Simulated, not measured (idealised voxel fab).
process module | voxel wiring stack
It is cross-section cut that appears here, measuring 205 nm in width, its square cells being 5 nm in size.
Cross-section spec: square-cell grid; bands listed top down; each band is one or more rows.
Band entry format. Leading values: height of top, height of bottom, nm. Remainder: materials in left-to-right order, each with its width in nm. Special words: "throughout" on a single material, which then fills the band edge to edge; "air", empty space.
Below 0: as-received wafer, all one material; heights counted from there. Lowest band: no bottom, goes on down, written "top 0, no bottom".
A width given as "30..40" starts at the first number in the band's top row and ends at the second number in its bottom row, shifting by an equal amount at every step from row to row.
When a step is marked "same as before", none of the cells in the cross-section changed during that step.
Listed in "Closed void catalog": every empty space of 8 or more cells without an open way to the top. Form: width x height at distance, the distance being from the left edge, all in nm.
The remark found on a step's line after its settings is issued by the simulator itself and pertains to that step.
You can add "overlay nm" to a step's line. For a step with a mask, it describes how far the mask lay to the right of its planned position, and a negative number describes a lay to the left.
Listed below are the process steps as planned
1. RECEIVE,material Si
2. CONFORMAL_DEP,material SiO2,thk nm 10
3. CONFORMAL_DEP,material SiCN,thk nm 5
4. DIRECTIONAL_DEP,material lowk,thk nm 25
5. DIRECTIONAL_DEP,material aC,thk nm 15
6. PATTERN,tone open,mask id METAL_1,material resist,width nm 20,pitch nm 45,thk nm 35,overlay nm 0
7. DIRECTIONAL_ETCH,etch materials aC,depth nm 15
8. STRIP,etch materials resist
9. DIRECTIONAL_ETCH,etch materials lowk,depth nm 25
10. DIRECTIONAL_ETCH,etch materials SiCN,depth nm 5
11. STRIP,etch materials aC
12. CONFORMAL_DEP,material TiN,thk nm 5
13. FILL_DEP,material Ru,thk nm 5
14. CMP,height nm 40
15. CONFORMAL_DEP,material SiCN,thk nm 5
16. DIRECTIONAL_DEP,material lowk,thk nm 15
17. DIRECTIONAL_DEP,material aC,thk nm 10
18. PATTERN,tone open,mask id PLUG_1,material resist,width nm 15,thk nm 25,overlay nm 0
19. DIRECTIONAL_ETCH,etch materials aC,depth nm 10
20. STRIP,etch materials resist
21. DIRECTIONAL_ETCH,etch materials lowk,depth nm 15
22. DIRECTIONAL_ETCH,etch materials SiCN,depth nm 5
23. STRIP,etch materials aC
24. CONFORMAL_DEP,material TiN,thk nm 5
25. FILL_DEP,material Ru,thk nm 10
26. CMP,height nm 60
27. DIRECTIONAL_DEP,material TiN,thk nm 5
28. DIRECTIONAL_DEP,material Ru,thk nm 20
29. DIRECTIONAL_DEP,material aC,thk nm 10
30. PATTERN,tone cover,mask id METAL_2,material resist,width nm 20,pitch nm 45,thk nm 25,overlay nm 0
31. DIRECTIONAL_ETCH,etch materials aC,depth nm 10
32. STRIP,etch materials resist
33. DIRECTIONAL_ETCH,etch materials Ru,depth nm 20
34. DIRECTIONAL_ETCH,etch materials TiN,depth nm 5
35. STRIP,etch materials aC
36. CONFORMAL_DEP,material SiCN,thk nm 5
37. FILL_DEP,material lowk,thk nm 5
38. CMP,height nm 85
39. CONFORMAL_DEP,material SiCN,thk nm 5
40. DIRECTIONAL_DEP,material lowk,thk nm 10
41. PATTERN,tone open,mask id PLUG_2,material resist,width nm 15,pitch nm 45,thk nm 15,overlay nm 0
42. DIRECTIONAL_ETCH,etch materials lowk,depth nm 10
43. DIRECTIONAL_ETCH,etch materials SiCN,depth nm 5
44. STRIP,etch materials resist
45. CONFORMAL_DEP,material TiN,thk nm 5
46. FILL_DEP,material Cu,thk nm 5
47. CMP,height nm 100
48. DIRECTIONAL_DEP,material TiN,thk nm 5
49. DIRECTIONAL_DEP,material Ru,thk nm 15
50. DIRECTIONAL_DEP,material aC,thk nm 15
51. PATTERN,tone cover,mask id METAL_3,material resist,width nm 20,pitch nm 45,thk nm 30,overlay nm 0
52. DIRECTIONAL_ETCH,etch materials aC,depth nm 15
53. STRIP,etch materials resist
54. DIRECTIONAL_ETCH,etch materials Ru,depth nm 15
55. DIRECTIONAL_ETCH,etch materials TiN,depth nm 5
56. STRIP,etch materials aC
57. FILL_DEP,material lowk,thk nm 5
58. CMP,height nm 120
59. CONFORMAL_DEP,material SiN,thk nm 5
Cross-section, incoming material, after step 1
* top 0, no bottom = Si throughout
* Closed void catalog: none
Wafer at module end, in section. Began as above, planned as above, run with one mistake
* top 125, bottom 120 = SiN throughout
* top 120, bottom 115 = lowk 70 nm, then TiN 20 nm, then lowk 25 nm, then TiN 20 nm, then lowk 70 nm
* top 115, bottom 100 = Ru throughout
* top 100, bottom 90 = lowk 70 nm, then TiN 5 nm, then Cu 5 nm, then TiN 5 nm, then lowk 30 nm, then TiN 5 nm, then Cu 5 nm, then TiN 5 nm, then lowk 75 nm
* top 90, bottom 85 = SiCN 70 nm, then TiN 15 nm, then SiCN 30 nm, then TiN 15 nm, then SiCN 75 nm
* top 85, bottom 65 = lowk 65 nm, then SiCN 5 nm, then Ru 20 nm, then SiCN 5 nm, then lowk 15 nm, then SiCN 5 nm, then Ru 20 nm, then SiCN 5 nm, then lowk 65 nm
* top 65, bottom 60 = SiCN 70 nm, then TiN 20 nm, then SiCN 25 nm, then TiN 20 nm, then SiCN 70 nm
* top 60, bottom 45 = lowk 70 nm, then TiN 5 nm, then Ru 5 nm, then TiN 5 nm, then lowk 120 nm
* top 45, bottom 40 = SiCN 70 nm, then TiN 15 nm, then SiCN 120 nm
* top 40, bottom 15 = lowk 70 nm, then TiN 5 nm, then Ru 10 nm, then TiN 5 nm, then lowk 25 nm, then TiN 5 nm, then Ru 10 nm, then TiN 5 nm, then lowk 70 nm
* top 15, bottom 10 = SiCN 70 nm, then TiN 20 nm, then SiCN 25 nm, then TiN 20 nm, then SiCN 70 nm
* top 10, bottom 0 = SiO2 throughout
* top 0, no bottom = Si throughout
* Closed void catalog: none
What was the processing mistake? transposition of steps 48 and 49 relative to the planned sequence
